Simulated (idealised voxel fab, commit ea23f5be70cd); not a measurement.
The process module presented herein is designated voxel spacer lines.
Displayed cross-section: cut, width of 265 nm, square cells sized 5 nm.
A cross-section in this document is a grid of square cells, and it is written down as bands, the top band listed before the ones below it; a band is made up of one or more rows of cells.
Basically the band line says how high the top is and how high the bottom is, in nm, and then what's in it from left to right, every material with its width in nm. Empty space shows up as "blank", and if a single material carries "throughout" it runs the full band edge to edge.
Measure heights from 0. That's the level where, below it, the as-received wafer is all one material. The lowest band is bottomless and extends downward; write it as in "0 -> down".
A width such as "30 to 40" changes by the same amount from each row of cells to the next, from the band's top row to its bottom row.
Step marked "left unchanged"? Then no cell in the cross-section changed in it.
Empty spaces without an open route to the top, at least 8 cells in extent, make up the entry "Fully sealed voids"; each is given as width x height at distance, where the distance is measured from the left edge, and all are in nm.
Formally, on a step line, whatever follows the settings is a remark that the simulator itself makes on the step.
Regarding "overlay nm": on a step with a mask, it is the distance the mask lay to the right of its planned place; a negative value places it to the left.

## plan
step 1: op RECEIVE | material Si
step 2: op CONFORMAL_DEP | material Al2O3 | thk nm 10
step 3: op DIRECTIONAL_DEP | material W | thk nm 10
step 4: op DIRECTIONAL_DEP | material polySi | thk nm 25
step 5: op PATTERN | tone cover | mask id MANDREL | material resist | width nm 20 | pitch nm 70 | thk nm 30 | overlay nm -15
step 6: op DIRECTIONAL_ETCH | etch materials polySi | depth nm 25
step 7: op STRIP | etch materials resist
step 8: op CONFORMAL_DEP | material SiO2 | thk nm 15
step 9: op DIRECTIONAL_ETCH | etch materials SiO2 | depth nm 15
step 10: op STRIP | etch materials polySi
step 11: op DIRECTIONAL_ETCH | etch materials W | depth nm 10
step 12: op STRIP | etch materials SiO2
Same starting wafers, different overlay nm at step 5. Plan value belongs to the first wafer.

## Sectional view: first of several wafers, as received, after step 1
> 0 -> down: Si throughout
> Fully sealed voids: none

## Below, a row for every wafer. Read it as the end-of-module picture: for each material the wafer shows its cells gained (+) or lost (-) since it was received, and then its closed voids
overlay nm -15; +106 Al2O3; +24 W; Fully sealed voids: none
overlay nm -10; +106 Al2O3; +24 W; Fully sealed voids: none
overlay nm -5; +106 Al2O3; +24 W; Fully sealed voids: none
overlay nm 0; +106 Al2O3; +24 W; Fully sealed voids: none
overlay nm 5; +106 Al2O3; +24 W; Fully sealed voids: none
overlay nm 10; +106 Al2O3; +24 W; Fully sealed voids: none
overlay nm 15; +106 Al2O3; +24 W; Fully sealed voids: none
